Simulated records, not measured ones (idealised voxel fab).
Presented below is a process module, voxel capacitor over wiring.
cross-section cut | 245 nm wide | cells 5 nm
Square cells in a grid make up a cross-section in this document, and the grid is given as bands, listed from the top down, each one or more rows of cells. Each band's line starts with the height of the band's top and of its bottom, in nm. Then come its materials from left to right, each with its width in nm. One material with "everywhere" fills the band from edge to edge. "air" is empty space. Height 0 is the level under which the wafer as received is all one material. The lowest band goes on downwards, as in "0 down". With a width like "30->40", each row of cells in the band differs from the next by the same amount, the top row carrying the first number and the bottom row the second. Given "no alteration" for a step, no cell of the cross-section differs between before and after that step. "Sealed void list" - sealed voids, min. 8 cells, no opening to top; format: width x height at distance (distance from left edge; nm throughout). Where a step's line continues beyond its settings, the continuation is a remark by the simulator itself on that step. You can add "overlay nm" to a step's line. For a step with a mask, it describes how far the mask lay to the right of its planned position, and a negative number describes a lay to the left.
Steps in the process plan
1. RECEIVE [material Si]
2. CONFORMAL_DEP [material SiO2] [thk nm 15]
3. CONFORMAL_DEP [material SiN] [thk nm 5]
4. DIRECTIONAL_DEP [material SiO2] [thk nm 25]
5. DIRECTIONAL_DEP [material aC] [thk nm 10]
6. PATTERN [tone open] [mask id METAL_1] [material resist] [width nm 20] [pitch nm 95] [thk nm 30] [overlay nm 0]
7. DIRECTIONAL_ETCH [etch materials aC] [depth nm 10]
8. STRIP [etch materials resist]
9. DIRECTIONAL_ETCH [etch materials SiO2] [depth nm 25]
10. DIRECTIONAL_ETCH [etch materials SiN] [depth nm 5]
11. STRIP [etch materials aC]
12. CONFORMAL_DEP [material TiN] [thk nm 5]
13. FILL_DEP [material Cu] [thk nm 10]
14. CMP [height nm 45]
15. CONFORMAL_DEP [material SiCN] [thk nm 5]
16. DIRECTIONAL_DEP [material SiO2] [thk nm 15]
17. PATTERN [tone open] [mask id PLUG_1] [material resist] [width nm 15] [thk nm 20] [overlay nm 0]
18. DIRECTIONAL_ETCH [etch materials SiO2] [depth nm 15]
19. DIRECTIONAL_ETCH [etch materials SiCN] [depth nm 5]
20. STRIP [etch materials resist]
21. CONFORMAL_DEP [material TiN] [thk nm 5]
22. FILL_DEP [material Cu] [thk nm 10]
23. CMP [height nm 65]
24. DIRECTIONAL_DEP [material TiN] [thk nm 10]
25. DIRECTIONAL_DEP [material HfO2] [thk nm 5]
26. DIRECTIONAL_DEP [material TiN] [thk nm 5]
27. PATTERN [tone cover] [mask id UPPER_PLATE] [material resist] [width nm 70] [thk nm 15] [overlay nm 0]
28. DIRECTIONAL_ETCH [etch materials TiN] [depth nm 5]
29. DIRECTIONAL_ETCH [etch materials HfO2] [depth nm 5]
30. STRIP [etch materials resist]
31. DIRECTIONAL_DEP [material aC] [thk nm 10]
32. PATTERN [tone cover] [mask id LOWER_PLATE] [material resist] [width nm 80] [thk nm 30] [overlay nm 0]
33. DIRECTIONAL_ETCH [etch materials aC] [depth nm 10]
34. STRIP [etch materials resist]
35. DIRECTIONAL_ETCH [etch materials TiN] [depth nm 10]
36. STRIP [etch materials aC]
37. FILL_DEP [material SiO2] [thk nm 15]
38. CMP [height nm 95]
39. DIRECTIONAL_DEP [material aC] [thk nm 15]
40. PATTERN [tone open] [mask id PLUG_2] [material resist] [width nm 15] [thk nm 35] [overlay nm 0]
41. DIRECTIONAL_ETCH [etch materials aC] [depth nm 15]
42. STRIP [etch materials resist]
43. DIRECTIONAL_ETCH [etch materials SiO2] [depth nm 10]
44. STRIP [etch materials aC]
45. CONFORMAL_DEP [material TiN] [thk nm 5]
46. FILL_DEP [material W] [thk nm 10]
47. CMP [height nm 95]
48. CONFORMAL_DEP [material SiN] [thk nm 5]
The plan shows the width nm of step 6 as the first wafer had it; this setting differs between the wafers, which start out alike.
Cross-section: the first of several wafers in its as-received state, i.e. following step 1
- 0 down | Si everywhere
- Sealed void list: none
Below is a per-wafer table. In it, each row describes the wafer at the end of the module by giving, for each material, the number of cells gained (+) or lost (-) since the wafer was received, and after that the closed voids of the wafer
width nm 20 | +23 Cu | +14 HfO2 | +46 SiCN | +90 SiN | +718 SiO2 | +88 TiN | +1 W | Sealed void list: none
width nm 25 | +33 Cu | +14 HfO2 | +46 SiCN | +88 SiN | +708 SiO2 | +90 TiN | +1 W | Sealed void list: none
width nm 30 | +43 Cu | +14 HfO2 | +46 SiCN | +86 SiN | +698 SiO2 | +92 TiN | +1 W | Sealed void list: none
width nm 35 | +53 Cu | +14 HfO2 | +46 SiCN | +84 SiN | +688 SiO2 | +94 TiN | +1 W | Sealed void list: none
width nm 40 | +63 Cu | +14 HfO2 | +46 SiCN | +82 SiN | +678 SiO2 | +96 TiN | +1 W | Sealed void list: none
width nm 45 | +73 Cu | +14 HfO2 | +46 SiCN | +80 SiN | +668 SiO2 | +98 TiN | +1 W | Sealed void list: none
